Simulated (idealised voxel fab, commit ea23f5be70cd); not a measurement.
The process module that follows is named voxel local oxidation.
Shown is cross-section cut, with a width of 175 nm and square cells of size 5 nm.
The cross-sections in this document take the form of a grid made of square cells. They are written out as bands, in order from top to bottom. Each band consists of one or more rows of cells. The entry gives the band's vertical extent as a top height and a bottom height in nm, then its horizontal make-up as materials from left to right, each with a width in nm. "blank" stands for empty space; a single material marked "all across" fills the band edge to edge. Height datum 0, below which the as-received substrate wafer is one material. Lowest band open at the bottom, running downward: "0 and below". Note: "30..40" means the width goes from the first number (top row of the band) to the second number (bottom row) in equal steps per row of cells. Step marked "remained the same"? Then no cell in the cross-section changed in it. Heads up: "Enclosed cavity list" only lists the empty pockets with no open path to the top that are 8 cells or more, and it writes them as width x height at distance, distance from the left edge, in nm. Where a step's line continues beyond its settings, the continuation is a remark by the simulator itself on that step. Steps that use a mask can have "overlay nm" on their line. It says how far the mask sat to the right of where it was meant to be. Negative means to the left.

Listed below are the process steps as planned
1) RECEIVE (material Si)
2) OXIDIZE (depth nm 5)
3) CONFORMAL_DEP (material SiN; thk nm 10)
4) MASKED_ETCH (tone cover; mask id ACTIVE; width nm 115; etch materials SiN; depth nm 10; overlay nm 0)
5) SELECTIVE_ETCH (etch materials SiO2; depth nm 5)
6) OXIDIZE (depth nm 15)
7) STRIP (etch materials SiN)

First out of two wafers; run went to plan

Incoming wafer, cross-sectional view, post step 1
	0 and below: Si all across
	Enclosed cavity list: none

The wafer in cross-section once step 2 is complete
	0 down to -5: SiO2 all across
	Whatever lies below -5 is exactly as it was before.

The wafer in cross-section once step 3 is complete
	10 down to 0: SiN all across
	Whatever lies below 0 is exactly as it was before.

The wafer in cross-section once step 4 is complete
	10 down to 0: 30 nm blank, then 115 nm SiN, then 30 nm blank
	Whatever lies below 0 is exactly as it was before.

The wafer in cross-section once step 5 is complete
	10 down to 0: 30 nm blank, then 115 nm SiN, then 30 nm blank
	0 down to -5: 35 nm blank, then 105 nm SiO2, then 35 nm blank
	Whatever lies below -5 is exactly as it was before.

The wafer in cross-section once step 6 is complete
	10 down to 0: 30 nm blank, then 115 nm SiN, then 30 nm blank
	0 down to -5: 35 nm blank, then 105 nm SiO2, then 35 nm blank
	-5 down to -20: 50 nm SiO2, then 75 nm Si, then 50 nm SiO2
	Whatever lies below -20 is exactly as it was before.

The wafer in cross-section once step 7 is complete
	0 down to -5: 35 nm blank, then 105 nm SiO2, then 35 nm blank
	Whatever lies below -5 is exactly as it was before.

Wafer two of the pair: same origin, same plan, one error during the run; identical to wafer one up to and including step 2

Cross-section of the second wafer when, according to plan, step 3 should have finished: remained the same

Cross-section of the second wafer when, according to plan, step 4 should have finished: remained the same

Cross-section of the second wafer when, according to plan, step 5 should have finished
	-5 and below: Si all across

Cross-section of the second wafer when, according to plan, step 6 should have finished
	-5 down to -20: SiO2 all across
	Whatever lies below -20 is exactly as it was before.

Cross-section of the second wafer when, according to plan, step 7 should have finished: remained the same
Finding, execution versus plan: not run: step 3 of the plan (skipped)
Cell-count delta at end, second wafer over first, by material: Si -45, SiO2 +24
